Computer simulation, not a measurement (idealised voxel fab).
process module | voxel trench capacitor
This is section cut - it's 230 nm across, gridded in 5 nm square cells.
Cross-sections here: square-cell grids, written as top-down lists of bands, a band being one or more rows of cells.
Top, bottom (nm), then materials left to right with widths (nm); lone material tagged "edge to edge" fills the whole band edge to edge; "blank" = empty space.
Height 0 is the level under which the wafer as received is all one material. The lowest band goes on downwards, as in "0 nm and below".
The width entry "30->40" should be interpreted row by row: the top row of cells in the band takes the first number, the bottom row takes the second number, and the change between adjacent rows is uniform throughout.
"nothing altered" means the step left every cell of the cross-section as it was.
In "Sealed internal voids" the enclosed voids are listed, meaning empty spaces of 8 cells or larger without any opening to the top. The form is width x height at distance, distance from the left edge, units nm.
Post-settings text on a step line: simulator's own remark regarding the step.
"overlay nm" answers the question of how far to the right of plan the mask lay on a step that has a mask, and when it is negative the answer is to the left.
[The following list gives the planned process steps]
| 1 | RECEIVE | material Si |
| 2 | CONFORMAL_DEP | material SiN | thk nm 5 |
| 3 | DIRECTIONAL_DEP | material aC | thk nm 15 |
| 4 | PATTERN | tone open | mask id TRENCH | material resist | width nm 20 | pitch nm 40 | thk nm 30 | overlay nm 0 |
| 5 | DIRECTIONAL_ETCH | etch materials aC | depth nm 15 |
| 6 | STRIP | etch materials resist |
| 7 | DIRECTIONAL_ETCH | etch materials SiN | depth nm 5 |
| 8 | DIRECTIONAL_ETCH | etch materials Si | depth nm 25 |
| 9 | STRIP | etch materials aC |
| 10 | CONFORMAL_DEP | material SiO2 | thk nm 5 |
| 11 | FILL_DEP | material polySi | thk nm 10 |
| 12 | CMP | height nm 5 |
[Wafer as received: cross-section following step 1]
> 0 nm and below: Si edge to edge
> Sealed internal voids: none
[Here's the wafer cut in cross-section after the module, started and planned just like above, except one thing was done wrong in the run]
> 5 nm to 0 nm: 90 SiN, 10 polySi, 30 SiN, 10 polySi, 90 SiN
> 0 nm to -20 nm: 85 Si, 5 SiN, 10 polySi, 5 SiN, 20 Si, 5 SiN, 10 polySi, 5 SiN, 85 Si
> -20 nm to -25 nm: 85 Si, 20 SiN, 20 Si, 20 SiN, 85 Si
> -25 nm and below: Si edge to edge
> Sealed internal voids: none
Nonconformance to the process plan: step 10 off recipe, ran as CONFORMAL_DEP | material SiN | thk nm 5
